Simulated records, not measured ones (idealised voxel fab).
This section sets out a process module, namely voxel self aligned contacts.
The width of the displayed cross-section, cut, is 195 nm; its cells are square, with a size of 5 nm.
We lay out every cross-section as a grid of square cells and spell it out in bands from the top down, where one band means one or more rows of cells. This entry defines a band. It first specifies the height of the band's top and the height of its bottom in nm, and then specifies the band's materials from left to right, stating each material with its width in nm. The word "everywhere" identifies a single material that fills the band from edge to edge, while the word "blank" identifies empty space. Convention: height 0 is the level below which the wafer, as received, is all one material. The lowest band does not terminate at the bottom but continues downward, represented as "0 down". Graded width ("30 to 40"): value in top row of band = first number; value in bottom row = second number; row-to-row change constant. The cross-section has no changed cell in any step marked "remains unaltered". "Closed void inventory" contains a list of empty spaces, each no smaller than 8 cells and without an open way to the top, written in the form width x height at distance with the distance from the left edge and all three in nm. Read whatever lies past the settings on a step's line as the simulator's own remark about the step. A step's line can hold "overlay nm"; with a mask on that step, the setting says how far right of the planned place the mask lay, while a negative setting says it lay to the left.

The following list gives the planned process steps
1,RECEIVE with material Si
2,OXIDIZE with depth nm 5
3,DIRECTIONAL_DEP with material polySi, thk nm 20
4,DIRECTIONAL_DEP with material SiN, thk nm 20
5,DIRECTIONAL_DEP with material aC, thk nm 15
6,PATTERN with tone cover, mask id GATE, material resist, width nm 25, pitch nm 65, thk nm 30, overlay nm 0
7,DIRECTIONAL_ETCH with etch materials aC, depth nm 15
8,STRIP with etch materials resist
9,DIRECTIONAL_ETCH with etch materials SiN, depth nm 20
10,DIRECTIONAL_ETCH with etch materials polySi, depth nm 20
11,STRIP with etch materials aC
12,CONFORMAL_DEP with material SiN, thk nm 10
13,DIRECTIONAL_ETCH with etch materials SiN, depth nm 10
14,FILL_DEP with material SiO2, thk nm 20
15,CMP with height nm 50
16,PATTERN with tone open, mask id CONTACT, material resist, width nm 50, pitch nm 65, thk nm 20, overlay nm 0
17,DIRECTIONAL_ETCH with etch materials SiO2, depth nm 55
18,STRIP with etch materials resist
19,CONFORMAL_DEP with material TiN, thk nm 5
20,FILL_DEP with material Ru, thk nm 5
21,CMP with height nm 50
22,CONFORMAL_DEP with material SiCN, thk nm 5

Cross-section: wafer on arrival = after step 1
	0 down  Si everywhere
	Closed void inventory: none

Final cross-section, module run with one mistake (start and plan as above)
	55 to 50  SiCN everywhere
	50 to 40  40 of SiO2; 5 to 20 of TiN; 40 to 15 of Ru; 5 to 15 of TiN; 15 of SiO2; 5 to 20 of TiN; 40 to 15 of Ru; 5 to 15 of TiN; 40 of SiO2
	40 to 20  15 of SiO2; 40 of SiN; 5 of TiN; 15 of Ru; 5 of TiN; 40 of SiN; 5 of TiN; 15 of Ru; 5 of TiN; 40 of SiN; 10 of SiO2
	20 to 0  15 of SiO2; 10 of SiN; 20 of polySi; 10 of SiN; 5 of TiN; 15 of Ru; 5 of TiN; 10 of SiN; 20 of polySi; 10 of SiN; 5 of TiN; 15 of Ru; 5 of TiN; 10 of SiN; 20 of polySi; 10 of SiN; 10 of SiO2
	0 to -5  55 of SiO2; 25 of TiN; 40 of SiO2; 25 of TiN; 50 of SiO2
	-5 down  Si everywhere
	Closed void inventory: none
Against the plan, the run slipped here: planned and actual differ for step 6; actual: PATTERN with tone cover, mask id GATE, material resist, width nm 20, pitch nm 65, thk nm 30, overlay nm 0
